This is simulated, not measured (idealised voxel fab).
This section sets out a process module, namely voxel transistor to metal.
Displayed cross-section: cut, width of 285 nm, square cells sized 5 nm.
Heads up, the way a cross-section reads in here is a grid of square cells, handed over as bands from the top down, with every band being one or more rows of cells. What a band's entry tells you: where the top is and where the bottom is, as heights in nm, and after that what lies inside, material by material from left to right, each with its width in nm. Empty space is written as the word "air", and a single material marked with the word "throughout" occupies the band from edge to edge. Height datum 0, below which the as-received substrate wafer is one material. Lowest band open at the bottom, running downward: "0..down". Think of "30..40" as a width that walks from the first number to the second as you go down the band, top row to bottom row, taking equal-sized steps from row to row. "changes: none" after a step means that no cell of the cross-section changed. Any empty space of 8 cells or more lacking an open way to the top shows up in "Enclosed internal voids" as width x height at distance, distance from the left edge, in nm. On each step's line, the part that comes after the settings is the simulator's own comment on the step. A step's line can hold "overlay nm"; with a mask on that step, the setting says how far right of the planned place the mask lay, while a negative setting says it lay to the left. Everything after this point is organized in pairs: a cross-section before one process step, a cross-section after it that shows only as deep as the lowest changed band, and, under the pair, the intervening step with its settings. Because different runs of this module on the same starting wafer can supply different pairs, a pair continues from the pair above it only if its entry headed "Structure before processing" says so.

Structure before processing
    0..down = Si throughout
    Enclosed internal voids: none

Post-Process View
    0..-5 = SiO2 throughout
    Heights below -5 show no change.
    Enclosed internal voids: none
Step between the pre-process and post-process cross-sections given above: OXIDIZE with depth nm 5

Structure before processing: cross-section not repeated; it is the one shown after the step in the pair just above.

Post-Process View
    10..0 = SiN throughout
    Heights below 0 show no change.
    Enclosed internal voids: none
Step between the pre-process and post-process cross-sections given above: CONFORMAL_DEP with material SiN, thk nm 10

Structure before processing: cross-section not repeated; it is the one shown after the step in the pair just above.

Post-Process View
    20..10 = aC throughout
    Heights below 10 show no change.
    Enclosed internal voids: none
Step between the pre-process and post-process cross-sections given above: DIRECTIONAL_DEP with material aC, thk nm 10

Structure before processing: cross-section not repeated; it is the one shown after the step in the pair just above.

Post-Process View
    50..20 = air: 35 / resist: 95 / air: 20 / resist: 95 / air: 40
    Heights below 20 show no change.
    Enclosed internal voids: none
Step between the pre-process and post-process cross-sections given above: PATTERN with tone cover, mask id ACTIVE, material resist, width nm 95, pitch nm 115, thk nm 30, overlay nm 0

Structure before processing: cross-section not repeated; it is the one shown after the step in the pair just above.

Post-Process View
    40..20 = air: 35 / resist: 95 / air: 20 / resist: 95 / air: 40
    20..10 = air: 35 / aC: 95 / air: 20 / aC: 95 / air: 40
    Heights below 10 show no change.
    Enclosed internal voids: none
Step between the pre-process and post-process cross-sections given above: DIRECTIONAL_ETCH with etch materials aC, depth nm 10

Structure before processing: cross-section not repeated; it is the one shown after the step in the pair just above.

Post-Process View
    20..10 = air: 35 / aC: 95 / air: 20 / aC: 95 / air: 40
    Heights below 10 show no change.
    Enclosed internal voids: none
Step between the pre-process and post-process cross-sections given above: STRIP with etch materials resist

Structure before processing: cross-section not repeated; it is the one shown after the step in the pair just above.

Post-Process View
    20..10 = air: 35 / aC: 95 / air: 20 / aC: 95 / air: 40
    10..0 = air: 35 / SiN: 95 / air: 20 / SiN: 95 / air: 40
    Heights below 0 show no change.
    Enclosed internal voids: none
Step between the pre-process and post-process cross-sections given above: DIRECTIONAL_ETCH with etch materials SiN, depth nm 10

Structure before processing: cross-section not repeated; it is the one shown after the step in the pair just above.

Post-Process View
    20..10 = air: 35 / aC: 95 / air: 20 / aC: 95 / air: 40
    10..0 = air: 35 / SiN: 95 / air: 20 / SiN: 95 / air: 40
    0..-5 = air: 35 / SiO2: 95 / air: 20 / SiO2: 95 / air: 40
    Heights below -5 show no change.
    Enclosed internal voids: none
Step between the pre-process and post-process cross-sections given above: DIRECTIONAL_ETCH with etch materials SiO2, depth nm 5

Structure before processing: cross-section not repeated; it is the one shown after the step in the pair just above.

Post-Process View
    20..10 = air: 35 / aC: 95 / air: 20 / aC: 95 / air: 40
    10..0 = air: 35 / SiN: 95 / air: 20 / SiN: 95 / air: 40
    0..-5 = air: 35 / SiO2: 95 / air: 20 / SiO2: 95 / air: 40
    -5..-35 = air: 35 / Si: 95 / air: 20 / Si: 95 / air: 40
    Heights below -35 show no change.
    Enclosed internal voids: none
Step between the pre-process and post-process cross-sections given above: DIRECTIONAL_ETCH with etch materials Si, depth nm 30

Structure before processing: cross-section not repeated; it is the one shown after the step in the pair just above.

Post-Process View
    10..0 = air: 35 / SiN: 95 / air: 20 / SiN: 95 / air: 40
    Heights below 0 show no change.
    Enclosed internal voids: none
Step between the pre-process and post-process cross-sections given above: STRIP with etch materials aC

Structure before processing: cross-section not repeated; it is the one shown after the step in the pair just above.

Post-Process View
    20..10 = SiO2 throughout
    10..0 = SiO2: 35 / SiN: 95 / SiO2: 20 / SiN: 95 / SiO2: 40
    0..-5 = SiO2 throughout
    -5..-35 = SiO2: 35 / Si: 95 / SiO2: 20 / Si: 95 / SiO2: 40
    Heights below -35 show no change.
    Enclosed internal voids: none
Step between the pre-process and post-process cross-sections given above: FILL_DEP with material SiO2, thk nm 10

Structure before processing: cross-section not repeated; it is the one shown after the step in the pair just above.

Post-Process View
    10..0 = SiO2: 35 / SiN: 95 / SiO2: 20 / SiN: 95 / SiO2: 40
    Heights below 0 show no change.
    Enclosed internal voids: none
Step between the pre-process and post-process cross-sections given above: CMP with height nm 10

Structure before processing: cross-section not repeated; it is the one shown after the step in the pair just above.

Post-Process View
    10..0 = air: 35 / SiN: 95 / air: 20 / SiN: 95 / air: 40
    Heights below 0 show no change.
    Enclosed internal voids: none
Step between the pre-process and post-process cross-sections given above: SELECTIVE_ETCH with etch materials SiO2, depth nm 10

Structure before processing: cross-section not repeated; it is the one shown after the step in the pair just above.

Post-Process View
    0..-5 = SiO2 throughout
    Heights below -5 show no change.
    Enclosed internal voids: none
Step between the pre-process and post-process cross-sections given above: STRIP with etch materials SiN

Structure before processing: cross-section not repeated; it is the one shown after the step in the pair just above.

Post-Process View
    -5..-35 = SiO2: 35 / Si: 95 / SiO2: 20 / Si: 95 / SiO2: 40
    Heights below -35 show no change.
    Enclosed internal voids: none
Step between the pre-process and post-process cross-sections given above: SELECTIVE_ETCH with etch materials SiO2, depth nm 5

Structure before processing: cross-section not repeated; it is the one shown after the step in the pair just above.

Post-Process View
    -5..-10 = SiO2 throughout
    Heights below -10 show no change.
    Enclosed internal voids: none
Step between the pre-process and post-process cross-sections given above: OXIDIZE with depth nm 5

Structure before processing: cross-section not repeated; it is the one shown after the step in the pair just above.

Post-Process View
    20..-5 = polySi throughout
    Heights below -5 show no change.
    Enclosed internal voids: none
Step between the pre-process and post-process cross-sections given above: DIRECTIONAL_DEP with material polySi, thk nm 25

Structure before processing: cross-section not repeated; it is the one shown after the step in the pair just above.

Post-Process View
    30..20 = SiCN throughout
    Heights below 20 show no change.
    Enclosed internal voids: none
Step between the pre-process and post-process cross-sections given above: DIRECTIONAL_DEP with material SiCN, thk nm 10

Structure before processing: cross-section not repeated; it is the one shown after the step in the pair just above.

Post-Process View
    45..30 = aC throughout
    Heights below 30 show no change.
    Enclosed internal voids: none
Step between the pre-process and post-process cross-sections given above: DIRECTIONAL_DEP with material aC, thk nm 15

Structure before processing: cross-section not repeated; it is the one shown after the step in the pair just above.

Post-Process View
    75..45 = air: 75 / resist: 15 / air: 100 / resist: 15 / air: 80
    Heights below 45 show no change.
    Enclosed internal voids: none
Step between the pre-process and post-process cross-sections given above: PATTERN with tone cover, mask id GATE, material resist, width nm 15, pitch nm 115, thk nm 30, overlay nm 0

Structure before processing: cross-section not repeated; it is the one shown after the step in the pair just above.

Post-Process View
    60..45 = air: 75 / resist: 15 / air: 100 / resist: 15 / air: 80
    45..30 = air: 75 / aC: 15 / air: 100 / aC: 15 / air: 80
    Heights below 30 show no change.
    Enclosed internal voids: none
Step between the pre-process and post-process cross-sections given above: DIRECTIONAL_ETCH with etch materials aC, depth nm 15

Structure before processing: cross-section not repeated; it is the one shown after the step in the pair just above.

Post-Process View
    45..30 = air: 75 / aC: 15 / air: 100 / aC: 15 / air: 80
    Heights below 30 show no change.
    Enclosed internal voids: none
Step between the pre-process and post-process cross-sections given above: STRIP with etch materials resist

Structure before processing: cross-section not repeated; it is the one shown after the step in the pair just above.

Post-Process View
    45..30 = air: 75 / aC: 15 / air: 100 / aC: 15 / air: 80
    30..20 = air: 75 / SiCN: 15 / air: 100 / SiCN: 15 / air: 80
    Heights below 20 show no change.
    Enclosed internal voids: none
Step between the pre-process and post-process cross-sections given above: DIRECTIONAL_ETCH with etch materials SiCN, depth nm 20

Structure before processing: cross-section not repeated; it is the one shown after the step in the pair just above.

Post-Process View
    45..30 = air: 75 / aC: 15 / air: 100 / aC: 15 / air: 80
    30..20 = air: 75 / SiCN: 15 / air: 100 / SiCN: 15 / air: 80
    20..-5 = air: 75 / polySi: 15 / air: 100 / polySi: 15 / air: 80
    Heights below -5 show no change.
    Enclosed internal voids: none
Step between the pre-process and post-process cross-sections given above: DIRECTIONAL_ETCH with etch materials polySi, depth nm 35

Structure before processing: cross-section not repeated; it is the one shown after the step in the pair just above.

Post-Process View
    30..20 = air: 75 / SiCN: 15 / air: 100 / SiCN: 15 / air: 80
    Heights below 20 show no change.
    Enclosed internal voids: none
Step between the pre-process and post-process cross-sections given above: STRIP with etch materials aC

Structure before processing: cross-section not repeated; it is the one shown after the step in the pair just above.

Post-Process View
    35..30 = air: 70 / SiO2: 25 / air: 90 / SiO2: 25 / air: 75
    30..20 = air: 70 / SiO2: 5 / SiCN: 15 / SiO2: 5 / air: 90 / SiO2: 5 / SiCN: 15 / SiO2: 5 / air: 75
    20..0 = air: 70 / SiO2: 5 / polySi: 15 / SiO2: 5 / air: 90 / SiO2: 5 / polySi: 15 / SiO2: 5 / air: 75
    0..-5 = SiO2: 75 / polySi: 15 / SiO2: 100 / polySi: 15 / SiO2: 80
    Heights below -5 show no change.
    Enclosed internal voids: none
Step between the pre-process and post-process cross-sections given above: CONFORMAL_DEP with material SiO2, thk nm 5

Structure before processing: cross-section not repeated; it is the one shown after the step in the pair just above.

Post-Process View
    30..20 = air: 70 / SiO2: 5 / SiCN: 15 / SiO2: 5 / air: 90 / SiO2: 5 / SiCN: 15 / SiO2: 5 / air: 75
    20..-5 = air: 70 / SiO2: 5 / polySi: 15 / SiO2: 5 / air: 90 / SiO2: 5 / polySi: 15 / SiO2: 5 / air: 75
    Heights below -5 show no change.
    Enclosed internal voids: none
Step between the pre-process and post-process cross-sections given above: DIRECTIONAL_ETCH with etch materials SiO2, depth nm 5

Structure before processing: cross-section not repeated; it is the one shown after the step in the pair just above.

Post-Process View
    40..30 = air: 60 / SiN: 45 / air: 70 / SiN: 45 / air: 65
    30..20 = air: 60 / SiN: 10 / SiO2: 5 / SiCN: 15 / SiO2: 5 / SiN: 10 / air: 70 / SiN: 10 / SiO2: 5 / SiCN: 15 / SiO2: 5 / SiN: 10 / air: 65
    20..5 = air: 60 / SiN: 10 / SiO2: 5 / polySi: 15 / SiO2: 5 / SiN: 10 / air: 70 / SiN: 10 / SiO2: 5 / polySi: 15 / SiO2: 5 / SiN: 10 / air: 65
    5..-5 = SiN: 70 / SiO2: 5 / polySi: 15 / SiO2: 5 / SiN: 90 / SiO2: 5 / polySi: 15 / SiO2: 5 / SiN: 75
    Heights below -5 show no change.
    Enclosed internal voids: none
Step between the pre-process and post-process cross-sections given above: CONFORMAL_DEP with material SiN, thk nm 10

Structure before processing: cross-section not repeated; it is the one shown after the step in the pair just above.

Post-Process View
    30..20 = air: 60 / SiN: 10 / SiO2: 5 / SiCN: 15 / SiO2: 5 / SiN: 10 / air: 70 / SiN: 10 / SiO2: 5 / SiCN: 15 / SiO2: 5 / SiN: 10 / air: 65
    20..-5 = air: 60 / SiN: 10 / SiO2: 5 / polySi: 15 / SiO2: 5 / SiN: 10 / air: 70 / SiN: 10 / SiO2: 5 / polySi: 15 / SiO2: 5 / SiN: 10 / air: 65
    Heights below -5 show no change.
    Enclosed internal voids: none
Step between the pre-process and post-process cross-sections given above: DIRECTIONAL_ETCH with etch materials SiN, depth nm 10

Structure before processing: cross-section not repeated; it is the one shown after the step in the pair just above.

Post-Process View
    30..25 = air: 60 / SiN: 10 / air: 5 / SiCN: 15 / air: 5 / SiN: 10 / air: 70 / SiN: 10 / air: 5 / SiCN: 15 / air: 5 / SiN: 10 / air: 65
    25..20 = air: 60 / SiN: 10 / SiO2: 5 / SiCN: 15 / SiO2: 5 / SiN: 10 / air: 70 / SiN: 10 / SiO2: 5 / SiCN: 15 / SiO2: 5 / SiN: 10 / air: 65
    20..-5 = air: 60 / SiN: 10 / SiO2: 5 / polySi: 15 / SiO2: 5 / SiN: 10 / air: 70 / SiN: 10 / SiO2: 5 / polySi: 15 / SiO2: 5 / SiN: 10 / air: 65
    -5..-10 = air: 60 / SiO2: 45 / air: 70 / SiO2: 45 / air: 65
    Heights below -10 show no change.
    Enclosed internal voids: none
Step between the pre-process and post-process cross-sections given above: DIRECTIONAL_ETCH with etch materials SiO2, depth nm 5

Structure before processing: cross-section not repeated; it is the one shown after the step in the pair just above.

Post-Process View
    30..25 = air: 60 / SiN: 10 / air: 5 / SiCN: 15 / air: 5 / SiN: 10 / air: 70 / SiN: 10 / air: 5 / SiCN: 15 / air: 5 / SiN: 10 / air: 65
    25..20 = air: 60 / SiN: 10 / SiO2: 5 / SiCN: 15 / SiO2: 5 / SiN: 10 / air: 70 / SiN: 10 / SiO2: 5 / SiCN: 15 / SiO2: 5 / SiN: 10 / air: 65
    20..-5 = air: 60 / SiN: 10 / SiO2: 5 / polySi: 15 / SiO2: 5 / SiN: 10 / air: 70 / SiN: 10 / SiO2: 5 / polySi: 15 / SiO2: 5 / SiN: 10 / air: 65
    -5..-10 = air: 30 / nSi: 30 / SiO2: 45 / nSi: 30 / air: 10 / nSi: 30 / SiO2: 45 / nSi: 30 / air: 35
    Heights below -10 show no change.
    Enclosed internal voids: none
Step between the pre-process and post-process cross-sections given above: EPI with material nSi, thk nm 5

Structure before processing: cross-section not repeated; it is the one shown after the step in the pair just above.

Post-Process View
    40..30 = SiO2 throughout
    30..20 = SiO2: 60 / SiN: 10 / SiO2: 5 / SiCN: 15 / SiO2: 5 / SiN: 10 / SiO2: 70 / SiN: 10 / SiO2: 5 / SiCN: 15 / SiO2: 5 / SiN: 10 / SiO2: 65
    20..-5 = SiO2: 60 / SiN: 10 / SiO2: 5 / polySi: 15 / SiO2: 5 / SiN: 10 / SiO2: 70 / SiN: 10 / SiO2: 5 / polySi: 15 / SiO2: 5 / SiN: 10 / SiO2: 65
    -5..-10 = SiO2: 30 / nSi: 30 / SiO2: 45 / nSi: 30 / SiO2: 10 / nSi: 30 / SiO2: 45 / nSi: 30 / SiO2: 35
    Heights below -10 show no change.
    Enclosed internal voids: none
Step between the pre-process and post-process cross-sections given above: FILL_DEP with material SiO2, thk nm 10

Structure before processing: cross-section not repeated; it is the one shown after the step in the pair just above.

Post-Process View
    30..20 = SiO2: 60 / SiN: 10 / SiO2: 5 / SiCN: 15 / SiO2: 5 / SiN: 10 / SiO2: 70 / SiN: 10 / SiO2: 5 / SiCN: 15 / SiO2: 5 / SiN: 10 / SiO2: 65
    Heights below 20 show no change.
    Enclosed internal voids: none
Step between the pre-process and post-process cross-sections given above: CMP with height nm 30

Structure before processing: cross-section not repeated; it is the one shown after the step in the pair just above.

Post-Process View
    40..30 = SiO2 throughout
    Heights below 30 show no change.
    Enclosed internal voids: none
Step between the pre-process and post-process cross-sections given above: DIRECTIONAL_DEP with material SiO2, thk nm 10

Structure before processing: cross-section not repeated; it is the one shown after the step in the pair just above.

Post-Process View
    50..40 = aC throughout
    Heights below 40 show no change.
    Enclosed internal voids: none
Step between the pre-process and post-process cross-sections given above: DIRECTIONAL_DEP with material aC, thk nm 10

Structure before processing: cross-section not repeated; it is the one shown after the step in the pair just above.

Post-Process View
    75..50 = resist: 45 / air: 25 / resist: 25 / air: 25 / resist: 40 / air: 25 / resist: 25 / air: 25 / resist: 50
    Heights below 50 show no change.
    Enclosed internal voids: none
Step between the pre-process and post-process cross-sections given above: PATTERN with tone open, mask id CONTACT, material resist, width nm 25, thk nm 25, overlay nm 0

Structure before processing: cross-section not repeated; it is the one shown after the step in the pair just above.

Post-Process View
    65..50 = resist: 45 / air: 25 / resist: 25 / air: 25 / resist: 40 / air: 25 / resist: 25 / air: 25 / resist: 50
    50..40 = aC: 45 / air: 25 / aC: 25 / air: 25 / aC: 40 / air: 25 / aC: 25 / air: 25 / aC: 50
    Heights below 40 show no change.
    Enclosed internal voids: none
Step between the pre-process and post-process cross-sections given above: DIRECTIONAL_ETCH with etch materials aC, depth nm 10

Structure before processing: cross-section not repeated; it is the one shown after the step in the pair just above.

Post-Process View
    50..40 = aC: 45 / air: 25 / aC: 25 / air: 25 / aC: 40 / air: 25 / aC: 25 / air: 25 / aC: 50
    Heights below 40 show no change.
    Enclosed internal voids: none
Step between the pre-process and post-process cross-sections given above: STRIP with etch materials resist

Structure before processing: cross-section not repeated; it is the one shown after the step in the pair just above.

Post-Process View
    50..40 = aC: 45 / air: 25 / aC: 25 / air: 25 / aC: 40 / air: 25 / aC: 25 / air: 25 / aC: 50
    40..30 = SiO2: 45 / air: 25 / SiO2: 25 / air: 25 / SiO2: 40 / air: 25 / SiO2: 25 / air: 25 / SiO2: 50
    30..20 = SiO2: 45 / air: 15 / SiN: 10 / SiO2: 5 / SiCN: 15 / SiO2: 5 / SiN: 10 / air: 15 / SiO2: 40 / air: 15 / SiN: 10 / SiO2: 5 / SiCN: 15 / SiO2: 5 / SiN: 10 / air: 15 / SiO2: 50
    20..-5 = SiO2: 45 / air: 15 / SiN: 10 / SiO2: 5 / polySi: 15 / SiO2: 5 / SiN: 10 / air: 15 / SiO2: 40 / air: 15 / SiN: 10 / SiO2: 5 / polySi: 15 / SiO2: 5 / SiN: 10 / air: 15 / SiO2: 50
    Heights below -5 show no change.
    Enclosed internal voids: none
Step between the pre-process and post-process cross-sections given above: DIRECTIONAL_ETCH with etch materials SiO2, depth nm 45

Structure before processing: cross-section not repeated; it is the one shown after the step in the pair just above.

Post-Process View
    40..30 = SiO2: 45 / air: 25 / SiO2: 25 / air: 25 / SiO2: 40 / air: 25 / SiO2: 25 / air: 25 / SiO2: 50
    Heights below 30 show no change.
    Enclosed internal voids: none
Step between the pre-process and post-process cross-sections given above: STRIP with etch materials aC

Structure before processing: cross-section not repeated; it is the one shown after the step in the pair just above.

Post-Process View
    45..40 = TiN: 50 / air: 15 / TiN: 35 / air: 15 / TiN: 50 / air: 15 / TiN: 35 / air: 15 / TiN: 55
    40..30 = SiO2: 45 / TiN: 5 / air: 15..5 / TiN: 5..15 / SiO2: 25 / TiN: 5..15 / air: 15..5 / TiN: 5 / SiO2: 40 / TiN: 5 / air: 15..5 / TiN: 5..15 / SiO2: 25 / TiN: 5..15 / air: 15..5 / TiN: 5 / SiO2: 50
    30..20 = SiO2: 45 / TiN: 5 / air: 5 / TiN: 5 / SiN: 10 / SiO2: 5 / SiCN: 15 / SiO2: 5 / SiN: 10 / TiN: 5 / air: 5 / TiN: 5 / SiO2: 40 / TiN: 5 / air: 5 / TiN: 5 / SiN: 10 / SiO2: 5 / SiCN: 15 / SiO2: 5 / SiN: 10 / TiN: 5 / air: 5 / TiN: 5 / SiO2: 50
    20..0 = SiO2: 45 / TiN: 5 / air: 5 / TiN: 5 / SiN: 10 / SiO2: 5 / polySi: 15 / SiO2: 5 / SiN: 10 / TiN: 5 / air: 5 / TiN: 5 / SiO2: 40 / TiN: 5 / air: 5 / TiN: 5 / SiN: 10 / SiO2: 5 / polySi: 15 / SiO2: 5 / SiN: 10 / TiN: 5 / air: 5 / TiN: 5 / SiO2: 50
    0..-5 = SiO2: 45 / TiN: 15 / SiN: 10 / SiO2: 5 / polySi: 15 / SiO2: 5 / SiN: 10 / TiN: 15 / SiO2: 40 / TiN: 15 / SiN: 10 / SiO2: 5 / polySi: 15 / SiO2: 5 / SiN: 10 / TiN: 15 / SiO2: 50
    Heights below -5 show no change.
    Enclosed internal voids: none
Step between the pre-process and post-process cross-sections given above: CONFORMAL_DEP with material TiN, thk nm 5

Structure before processing: cross-section not repeated; it is the one shown after the step in the pair just above.

Post-Process View
    55..45 = W throughout
    45..40 = TiN: 50 / W: 15 / TiN: 35 / W: 15 / TiN: 50 / W: 15 / TiN: 35 / W: 15 / TiN: 55
    40..30 = SiO2: 45 / TiN: 5 / W: 15..5 / TiN: 5..15 / SiO2: 25 / TiN: 5..15 / W: 15..5 / TiN: 5 / SiO2: 40 / TiN: 5 / W: 15..5 / TiN: 5..15 / SiO2: 25 / TiN: 5..15 / W: 15..5 / TiN: 5 / SiO2: 50
    30..20 = SiO2: 45 / TiN: 5 / W: 5 / TiN: 5 / SiN: 10 / SiO2: 5 / SiCN: 15 / SiO2: 5 / SiN: 10 / TiN: 5 / W: 5 / TiN: 5 / SiO2: 40 / TiN: 5 / W: 5 / TiN: 5 / SiN: 10 / SiO2: 5 / SiCN: 15 / SiO2: 5 / SiN: 10 / TiN: 5 / W: 5 / TiN: 5 / SiO2: 50
    20..0 = SiO2: 45 / TiN: 5 / W: 5 / TiN: 5 / SiN: 10 / SiO2: 5 / polySi: 15 / SiO2: 5 / SiN: 10 / TiN: 5 / W: 5 / TiN: 5 / SiO2: 40 / TiN: 5 / W: 5 / TiN: 5 / SiN: 10 / SiO2: 5 / polySi: 15 / SiO2: 5 / SiN: 10 / TiN: 5 / W: 5 / TiN: 5 / SiO2: 50
    Heights below 0 show no change.
    Enclosed internal voids: none
Step between the pre-process and post-process cross-sections given above: FILL_DEP with material W, thk nm 10

Structure before processing: cross-section not repeated; it is the one shown after the step in the pair just above.

Post-Process View
    40..30 = SiO2: 45 / TiN: 5 / W: 15..5 / TiN: 5..15 / SiO2: 25 / TiN: 5..15 / W: 15..5 / TiN: 5 / SiO2: 40 / TiN: 5 / W: 15..5 / TiN: 5..15 / SiO2: 25 / TiN: 5..15 / W: 15..5 / TiN: 5 / SiO2: 50
    Heights below 30 show no change.
    Enclosed internal voids: none
Step between the pre-process and post-process cross-sections given above: CMP with height nm 40

Structure before processing: cross-section not repeated; it is the one shown after the step in the pair just above.

Post-Process View
    45..40 = SiN throughout
    Heights below 40 show no change.
    Enclosed internal voids: none
Step between the pre-process and post-process cross-sections given above: CONFORMAL_DEP with material SiN, thk nm 5

Structure before processing: cross-section not repeated; it is the one shown after the step in the pair just above.

Post-Process View
    70..45 = lowk throughout
    Heights below 45 show no change.
    Enclosed internal voids: none
Step between the pre-process and post-process cross-sections given above: DIRECTIONAL_DEP with material lowk, thk nm 25

Structure before processing: cross-section not repeated; it is the one shown after the step in the pair just above.

Post-Process View
    90..70 = resist: 45 / air: 15 / resist: 45 / air: 15 / resist: 40 / air: 15 / resist: 45 / air: 15 / resist: 50
    Heights below 70 show no change.
    Enclosed internal voids: none
Step between the pre-process and post-process cross-sections given above: PATTERN with tone open, mask id METAL_1, material resist, width nm 15, thk nm 20, overlay nm 0

Structure before processing: cross-section not repeated; it is the one shown after the step in the pair just above.

Post-Process View
    90..70 = resist: 45 / air: 15 / resist: 45 / air: 15 / resist: 40 / air: 15 / resist: 45 / air: 15 / resist: 50
    70..45 = lowk: 45 / air: 15 / lowk: 45 / air: 15 / lowk: 40 / air: 15 / lowk: 45 / air: 15 / lowk: 50
    Heights below 45 show no change.
    Enclosed internal voids: none
Step between the pre-process and post-process cross-sections given above: DIRECTIONAL_ETCH with etch materials lowk, depth nm 25

Structure before processing: cross-section not repeated; it is the one shown after the step in the pair just above.

Post-Process View
    90..70 = resist: 45 / air: 15 / resist: 45 / air: 15 / resist: 40 / air: 15 / resist: 45 / air: 15 / resist: 50
    70..45 = lowk: 45 / air: 15 / lowk: 45 / air: 15 / lowk: 40 / air: 15 / lowk: 45 / air: 15 / lowk: 50
    45..40 = SiN: 45 / air: 15 / SiN: 45 / air: 15 / SiN: 40 / air: 15 / SiN: 45 / air: 15 / SiN: 50
    Heights below 40 show no change.
    Enclosed internal voids: none
Step between the pre-process and post-process cross-sections given above: DIRECTIONAL_ETCH with etch materials SiN, depth nm 5

Structure before processing: cross-section not repeated; it is the one shown after the step in the pair just above.

Post-Process View
    70..45 = lowk: 45 / air: 15 / lowk: 45 / air: 15 / lowk: 40 / air: 15 / lowk: 45 / air: 15 / lowk: 50
    Heights below 45 show no change.
    Enclosed internal voids: none
Step between the pre-process and post-process cross-sections given above: STRIP with etch materials resist

Structure before processing: cross-section not repeated; it is the one shown after the step in the pair just above.

Post-Process View
    75..70 = TiN: 50 / air: 5 / TiN: 55 / air: 5 / TiN: 50 / air: 5 / TiN: 55 / air: 5 / TiN: 55
    70..45 = lowk: 45 / TiN: 5 / air: 5 / TiN: 5 / lowk: 45 / TiN: 5 / air: 5 / TiN: 5 / lowk: 40 / TiN: 5 / air: 5 / TiN: 5 / lowk: 45 / TiN: 5 / air: 5 / TiN: 5 / lowk: 50
    45..40 = SiN: 45 / TiN: 15 / SiN: 45 / TiN: 15 / SiN: 40 / TiN: 15 / SiN: 45 / TiN: 15 / SiN: 50
    Heights below 40 show no change.
    Enclosed internal voids: none
Step between the pre-process and post-process cross-sections given above: CONFORMAL_DEP with material TiN, thk nm 5

Structure before processing: cross-section not repeated; it is the one shown after the step in the pair just above.

Post-Process View
    85..75 = Cu throughout
    75..70 = TiN: 50 / Cu: 5 / TiN: 55 / Cu: 5 / TiN: 50 / Cu: 5 / TiN: 55 / Cu: 5 / TiN: 55
    70..45 = lowk: 45 / TiN: 5 / Cu: 5 / TiN: 5 / lowk: 45 / TiN: 5 / Cu: 5 / TiN: 5 / lowk: 40 / TiN: 5 / Cu: 5 / TiN: 5 / lowk: 45 / TiN: 5 / Cu: 5 / TiN: 5 / lowk: 50
    Heights below 45 show no change.
    Enclosed internal voids: none
Step between the pre-process and post-process cross-sections given above: FILL_DEP with material Cu, thk nm 10

Structure before processing: cross-section not repeated; it is the one shown after the step in the pair just above.

Post-Process View
    70..45 = lowk: 45 / TiN: 5 / Cu: 5 / TiN: 5 / lowk: 45 / TiN: 5 / Cu: 5 / TiN: 5 / lowk: 40 / TiN: 5 / Cu: 5 / TiN: 5 / lowk: 45 / TiN: 5 / Cu: 5 / TiN: 5 / lowk: 50
    Heights below 45 show no change.
    Enclosed internal voids: none
Step between the pre-process and post-process cross-sections given above: CMP with height nm 70

Structure before processing: cross-section not repeated; it is the one shown after the step in the pair just above.

Post-Process View
    75..70 = SiN throughout
    Heights below 70 show no change.
    Enclosed internal voids: none
Step between the pre-process and post-process cross-sections given above: CONFORMAL_DEP with material SiN, thk nm 5

Structure before processing
    30..20 = air: 70 / SiO2: 5 / SiCN: 15 / SiO2: 5 / air: 90 / SiO2: 5 / SiCN: 15 / SiO2: 5 / air: 75
    20..-5 = air: 70 / SiO2: 5 / polySi: 15 / SiO2: 5 / air: 90 / SiO2: 5 / polySi: 15 / SiO2: 5 / air: 75
    -5..-10 = SiO2 throughout
    -10..-35 = SiO2: 35 / Si: 95 / SiO2: 20 / Si: 95 / SiO2: 40
    -35..down = Si throughout
    Enclosed internal voids: none

Post-Process View
    30..25 = air: 75 / SiCN: 15 / air: 100 / SiCN: 15 / air: 80
    25..20 = air: 70 / SiO2: 5 / SiCN: 15 / SiO2: 5 / air: 90 / SiO2: 5 / SiCN: 15 / SiO2: 5 / air: 75
    20..-5 = air: 70 / SiO2: 5 / polySi: 15 / SiO2: 5 / air: 90 / SiO2: 5 / polySi: 15 / SiO2: 5 / air: 75
    -5..-10 = air: 70 / SiO2: 25 / air: 90 / SiO2: 25 / air: 75
    Heights below -10 show no change.
    Enclosed internal voids: none
Step between the pre-process and post-process cross-sections given above: DIRECTIONAL_ETCH with etch materials SiO2, depth nm 5

Structure before processing: cross-section not repeated; it is the one shown after the step in the pair just above.

Post-Process View
    30..25 = air: 75 / SiCN: 15 / air: 100 / SiCN: 15 / air: 80
    25..20 = air: 70 / SiO2: 5 / SiCN: 15 / SiO2: 5 / air: 90 / SiO2: 5 / SiCN: 15 / SiO2: 5 / air: 75
    20..-5 = air: 70 / SiO2: 5 / polySi: 15 / SiO2: 5 / air: 90 / SiO2: 5 / polySi: 15 / SiO2: 5 / air: 75
    -5..-10 = air: 30 / nSi: 40 / SiO2: 25 / nSi: 40 / air: 10 / nSi: 40 / SiO2: 25 / nSi: 40 / air: 35
    Heights below -10 show no change.
    Enclosed internal voids: none
Step between the pre-process and post-process cross-sections given above: EPI with material nSi, thk nm 5

Structure before processing: cross-section not repeated; it is the one shown after the step in the pair just above.

Post-Process View
    40..30 = SiO2 throughout
    30..20 = SiO2: 75 / SiCN: 15 / SiO2: 100 / SiCN: 15 / SiO2: 80
    20..-5 = SiO2: 75 / polySi: 15 / SiO2: 100 / polySi: 15 / SiO2: 80
    -5..-10 = SiO2: 30 / nSi: 40 / SiO2: 25 / nSi: 40 / SiO2: 10 / nSi: 40 / SiO2: 25 / nSi: 40 / SiO2: 35
    Heights below -10 show no change.
    Enclosed internal voids: none
Step between the pre-process and post-process cross-sections given above: FILL_DEP with material SiO2, thk nm 10

Structure before processing: cross-section not repeated; it is the one shown after the step in the pair just above.

Post-Process View
    30..20 = SiO2: 75 / SiCN: 15 / SiO2: 100 / SiCN: 15 / SiO2: 80
    Heights below 20 show no change.
    Enclosed internal voids: none
Step between the pre-process and post-process cross-sections given above: CMP with height nm 30

Structure before processing: cross-section not repeated; it is the one shown after the step in the pair just above.

Post-Process View
    40..30 = SiO2 throughout
    Heights below 30 show no change.
    Enclosed internal voids: none
Step between the pre-process and post-process cross-sections given above: DIRECTIONAL_DEP with material SiO2, thk nm 10

Structure before processing: cross-section not repeated; it is the one shown after the step in the pair just above.

Post-Process View
    50..40 = aC throughout
    Heights below 40 show no change.
    Enclosed internal voids: none
Step between the pre-process and post-process cross-sections given above: DIRECTIONAL_DEP with material aC, thk nm 10

Structure before processing: cross-section not repeated; it is the one shown after the step in the pair just above.

Post-Process View
    75..50 = resist: 45 / air: 25 / resist: 25 / air: 25 / resist: 40 / air: 25 / resist: 25 / air: 25 / resist: 50
    Heights below 50 show no change.
    Enclosed internal voids: none
Step between the pre-process and post-process cross-sections given above: PATTERN with tone open, mask id CONTACT, material resist, width nm 25, thk nm 25, overlay nm 0
